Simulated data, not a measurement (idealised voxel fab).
Title: Process Module voxel quadruple lines
In the cross-section labelled cut, the width is 170 nm and each square cell is 5 nm.
In what follows, cross-sections appear as grids of square cells, described through bands that run from the top down, where every band is one or more rows of cells. In this notation a band is specified by the heights of its top and bottom, in that order and in nm, after which its materials appear from left to right, each paired with its width in nm. The word "full width" attached to a single material means that material fills the band from edge to edge; the word "empty" stands for empty space. The reference from which all heights are counted is 0, the level beneath which the as-received wafer is entirely one material; the lowest band, having no lower bound, proceeds downward and is written after the example "0..down". Top row gets the first number, bottom row gets the second, and each row in between changes by the same step: that is how a band width like "30 to 40" works. Step note "nothing different" = no cross-section cell changed. "Trapped voids": sealed empty spaces, 8 cells or more, no open way to top, listed width x height at distance, with distance from the left edge and width, height and distance in nm. Step line, after settings: the simulator's comment on this step. Steps that use a mask can have "overlay nm" on their line. It says how far the mask sat to the right of where it was meant to be. Negative means to the left.

**Process steps foreseen in the plan**
step 1: RECEIVE: material Si
step 2: CONFORMAL_DEP: material Al2O3, thk nm 5
step 3: DIRECTIONAL_DEP: material W, thk nm 10
step 4: DIRECTIONAL_DEP: material polySi, thk nm 15
step 5: DIRECTIONAL_DEP: material aC, thk nm 25
step 6: PATTERN: tone cover, mask id MANDREL, material resist, width nm 20, thk nm 35, overlay nm 0
step 7: DIRECTIONAL_ETCH: etch materials aC, depth nm 25
step 8: STRIP: etch materials resist
step 9: CONFORMAL_DEP: material SiO2, thk nm 10
step 10: DIRECTIONAL_ETCH: etch materials SiO2, depth nm 10
step 11: STRIP: etch materials aC
step 12: DIRECTIONAL_ETCH: etch materials polySi, depth nm 15
step 13: STRIP: etch materials SiO2
step 14: CONFORMAL_DEP: material SiCN, thk nm 10
step 15: DIRECTIONAL_ETCH: etch materials SiCN, depth nm 10
step 16: STRIP: etch materials polySi
step 17: DIRECTIONAL_ETCH: etch materials W, depth nm 10
step 18: STRIP: etch materials SiCN
step 19: FILL_DEP: material lowk, thk nm 10
step 20: CMP: height nm 15
Wafers differ in width nm at step 6; plan lists the first wafer's value; identical starting state.

**First of several wafers (as received, post step 1), cross-sectional view**
    0..down  Si full width
    Trapped voids: none

**First of several wafers, sectioned at end of module (last step: step 20)**
    15..5  lowk: 55 | W: 10 | lowk: 10 | W: 20 | lowk: 10 | W: 10 | lowk: 55
    5..0  Al2O3 full width
    0..down  Si full width
    Trapped voids: none

**The final wafer, sectioned at module end**
    15..5  lowk: 45 | W: 10 | lowk: 10 | W: 10 | lowk: 25 | W: 10 | lowk: 10 | W: 10 | lowk: 40
    5..0  Al2O3 full width
    0..down  Si full width
    Trapped voids: none

**The rows of the table below are wafers. Looking at the end of the module, a row counts, for every material, the cells the wafer has gained, shown as (+), or lost, shown as (-), since it was received; its closed voids come next**
width nm 20, +34 Al2O3, +16 W, +52 lowk, Trapped voids: none
width nm 25, +34 Al2O3, +16 W, +52 lowk, Trapped voids: none
width nm 30, +34 Al2O3, +16 W, +52 lowk, Trapped voids: none
width nm 35, +34 Al2O3, +16 W, +52 lowk, Trapped voids: none
width nm 40, +34 Al2O3, +16 W, +52 lowk, Trapped voids: none
width nm 45, +34 Al2O3, +16 W, +52 lowk, Trapped voids: none
